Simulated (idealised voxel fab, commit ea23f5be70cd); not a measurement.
The following process module bears the name voxel self aligned contacts.
Each square cell in cross-section cut measures 5 nm, and the section as a whole is 255 nm wide.
If you're reading a cross-section in this doc, picture square cells in a grid; it comes to you as bands, top ones listed first down to the bottom, and a band can be one or more rows of cells. Band entry format. Leading values: height of top, height of bottom, nm. Remainder: materials in left-to-right order, each with its width in nm. Special words: "everywhere" on a single material, which then fills the band edge to edge; "empty", empty space. Note: height 0 marks the level under which the wafer is uniformly one material as received. Lowest band unbounded below, written "0 down". So if you see something like "30..40" for the width, read it as the top row of the band sitting at the first number and the bottom row at the second, with every row in between moving by the same amount as the last. It should be understood that the words "changes: none", when stated for a given step, signify that the cross-section underwent no change in any of its cells during that step. In "Sealed void listing" the enclosed voids are listed, meaning empty spaces of 8 cells or larger without any opening to the top. The form is width x height at distance, distance from the left edge, units nm. Read whatever lies past the settings on a step's line as the simulator's own remark about the step. Regarding "overlay nm": on a step with a mask, it is the distance the mask lay to the right of its planned place; a negative value places it to the left.
**Intended process steps**
step 1: RECEIVE | material Si
step 2: CONFORMAL_DEP | material SiO2 | thk nm 5
step 3: DIRECTIONAL_DEP | material polySi | thk nm 25
step 4: DIRECTIONAL_DEP | material SiN | thk nm 25
step 5: MASKED_ETCH | tone cover | mask id GATE | width nm 30 | pitch nm 70 | etch materials SiN | depth nm 25 | overlay nm 0
step 6: MASKED_ETCH | tone cover | mask id GATE | width nm 30 | pitch nm 70 | etch materials polySi | depth nm 25 | overlay nm 0
step 7: CONFORMAL_DEP | material SiN | thk nm 10
step 8: DIRECTIONAL_ETCH | etch materials SiN | depth nm 10
step 9: FILL_DEP | material SiO2 | thk nm 10
step 10: CMP | height nm 60
step 11: DIRECTIONAL_DEP | material aC | thk nm 15
step 12: PATTERN | tone open | mask id CONTACT | material resist | width nm 50 | thk nm 30 | overlay nm 0
step 13: DIRECTIONAL_ETCH | etch materials aC | depth nm 15
step 14: STRIP | etch materials resist
step 15: DIRECTIONAL_ETCH | etch materials SiO2 | depth nm 60
step 16: STRIP | etch materials aC
step 17: CONFORMAL_DEP | material TiN | thk nm 5
step 18: FILL_DEP | material Ru | thk nm 5
step 19: CMP | height nm 60
step 20: CONFORMAL_DEP | material SiCN | thk nm 5
**The cross-section here shows the wafer as received, i.e. in its state after step 1**
> 0 down  Si everywhere
> Sealed void listing: none
**This is how the wafer looks in cross-section once the module is done, given the starting state and plan above and one mistake in carrying the plan out**
> 65 to 60  SiCN everywhere
> 60 to 55  65 nm SiO2 | 50 nm SiN | 20 nm TiN | 50 nm SiN | 70 nm SiO2
> 55 to 30  SiN everywhere
> 30 to 5  polySi everywhere
> 5 to 0  SiO2 everywhere
> 0 down  Si everywhere
> Sealed void listing: none
Deviation noted in wafer processing: step 4 of the plan was performed twice
